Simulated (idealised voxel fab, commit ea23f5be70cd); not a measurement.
The following process module bears the name voxel released beams.
Displayed cross-section: cut, width of 270 nm, square cells sized 5 nm.
Throughout this document, each cross-section is represented as a grid of square cells and is presented as a sequence of bands enumerated from the top downward, where a band comprises one or more rows of cells.
Band: top height; bottom height; in nm. Then, left to right: material with width in nm, for each material. "everywhere": a single material spanning edge to edge. "air": empty space.
Heights are measured from 0, the level below which the as-received wafer is all one material; the lowest band has no bottom and continues downward, written as in "0 nm and below".
Read "30 to 40" as a graded width: first number on top, second number at the bottom, same change between each pair of neighbouring rows.
You'll sometimes find "no alteration" written for a step, and that's the way of saying that nowhere in the cross-section did a cell change during that step.
The entry "Completely enclosed voids" lists the empty spaces that cover at least 8 cells and have no open path to the top. Each is written as width x height at distance, where the distance is measured from the left edge and all three values are in nm.
On a step's line, text after the settings is the simulator commenting on that step.
Steps that use a mask can have "overlay nm" on their line. It says how far the mask sat to the right of where it was meant to be. Negative means to the left.

THE PROCESS STEPS THAT WERE PLANNED ARE LISTED BELOW
| 1 | RECEIVE | material Si |
| 2 | CONFORMAL_DEP | material SiN | thk nm 5 |
| 3 | DIRECTIONAL_DEP | material SiO2 | thk nm 10 |
| 4 | MASKED_ETCH | tone open | mask id ANCHOR | width nm 35 | etch materials SiO2 | depth nm 10 | overlay nm 0 |
| 5 | CONFORMAL_DEP | material polySi | thk nm 10 |
| 6 | DIRECTIONAL_DEP | material aC | thk nm 15 |
| 7 | PATTERN | tone cover | mask id BEAM | material resist | width nm 100 | thk nm 30 | overlay nm 0 |
| 8 | DIRECTIONAL_ETCH | etch materials aC | depth nm 15 |
| 9 | STRIP | etch materials resist |
| 10 | DIRECTIONAL_ETCH | etch materials polySi | depth nm 10 |
| 11 | STRIP | etch materials aC |
| 12 | STRIP | etch materials SiO2 |

THIS IS THE CROSS-SECTION OF THE WAFER AS WE RECEIVED IT, I.E. AFTER STEP 1
- 0 nm and below | Si everywhere
- Completely enclosed voids: none

END STATE OF THE MODULE IN CROSS-SECTION, GIVEN THE ABOVE STARTING POINT AND PLAN AND ONE MISTAKE IN EXECUTION
- 25 nm to 15 nm | air (80); polySi (100); air (90)
- 15 nm to 10 nm | SiN everywhere
- 10 nm to 0 nm | SiO2 everywhere
- 0 nm and below | Si everywhere
- Completely enclosed voids: none
What was the processing mistake? steps 2 and 3 run out of order (swapped)
